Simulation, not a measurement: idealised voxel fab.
The name of this process module is voxel ribs on slabs.
It is cross-section cut that appears here, measuring 195 nm in width, its square cells being 5 nm in size.
Think of the cross-section as a grid of square cells. We describe it in bands, top to bottom, and each band covers one or more rows of those cells.
Quick guide to a band line: top height, bottom height (nm) up front; then every material left to right with its width in nm. Only one material and it's marked "full width"? Then it fills the band edge to edge. And "air" just means empty space.
Ref level 0: as-received wafer is one material below here. Bottom band extends down with no lower bound ("z 0 and below").
A two-number width, for instance "30 to 40", indicates that the width is equal to the first number in the top row of the band and to the second number in the bottom row, and that it changes by a constant amount per row of cells.
Where the words "nothing different" appear for a step, the cross-section shows no cell changed by that step; every cell remained as before.
Listed in "Closed void roster": every empty space of 8 or more cells without an open way to the top. Form: width x height at distance, the distance being from the left edge, all in nm.
after a step's settings: what the simulator itself notes on the step
overlay nm: step with mask; distance mask lay right of planned place; negative value = left of planned place.

Plan:
1. RECEIVE,material Si
2. DIRECTIONAL_DEP,material SiO2,thk nm 20
3. DIRECTIONAL_DEP,material polySi,thk nm 15
4. MASKED_ETCH,tone cover,mask id RIB,width nm 15,etch materials polySi,depth nm 5,overlay nm 0
5. DIRECTIONAL_DEP,material aC,thk nm 15
6. PATTERN,tone cover,mask id SLAB,material resist,width nm 55,thk nm 35,overlay nm 0
7. DIRECTIONAL_ETCH,etch materials aC,depth nm 15
8. STRIP,etch materials resist
9. DIRECTIONAL_ETCH,etch materials polySi,depth nm 10
10. STRIP,etch materials aC
11. FILL_DEP,material SiO2,thk nm 30
12. CMP,height nm 55
13. DIRECTIONAL_DEP,material TiN,thk nm 5
14. DIRECTIONAL_DEP,material aC,thk nm 15
15. PATTERN,tone cover,mask id HEATER,material resist,width nm 25,thk nm 30,overlay nm 0
16. DIRECTIONAL_ETCH,etch materials aC,depth nm 15
17. STRIP,etch materials resist
18. DIRECTIONAL_ETCH,etch materials TiN,depth nm 5
19. STRIP,etch materials aC
20. CONFORMAL_DEP,material SiN,thk nm 5

As received, after step 1:
* z 0 and below  Si full width
* Closed void roster: none

End-of-module XS, first of two wafers, run as planned:
* z 65 to 60  80 of air, 35 of SiN, 80 of air
* z 60 to 55  85 of SiN, 25 of TiN, 85 of SiN
* z 55 to 35  SiO2 full width
* z 35 to 30  90 of SiO2, 15 of polySi, 90 of SiO2
* z 30 to 20  70 of SiO2, 55 of polySi, 70 of SiO2
* z 20 to 0  SiO2 full width
* z 0 and below  Si full width
* Closed void roster: none

Here's the second of our two wafers sectioned at module end. Same start as the first, same plan, but one mistake got made running it:
* z 65 to 60  80 of air, 35 of SiN, 80 of air
* z 60 to 55  85 of SiN, 25 of TiN, 85 of SiN
* z 55 to 35  SiO2 full width
* z 35 to 30  90 of SiO2, 15 of polySi, 90 of SiO2
* z 30 to 20  70 of SiO2, 60 of polySi, 65 of SiO2
* z 20 to 0  SiO2 full width
* z 0 and below  Si full width
* Closed void roster: none
Where did the run depart from the plan? step 6 deviated from plan and actually ran as PATTERN,tone cover,mask id SLAB,material resist,width nm 60,thk nm 35,overlay nm 0
at the end the second wafer has, in cells: SiO2: 2 fewer | polySi: 2 more
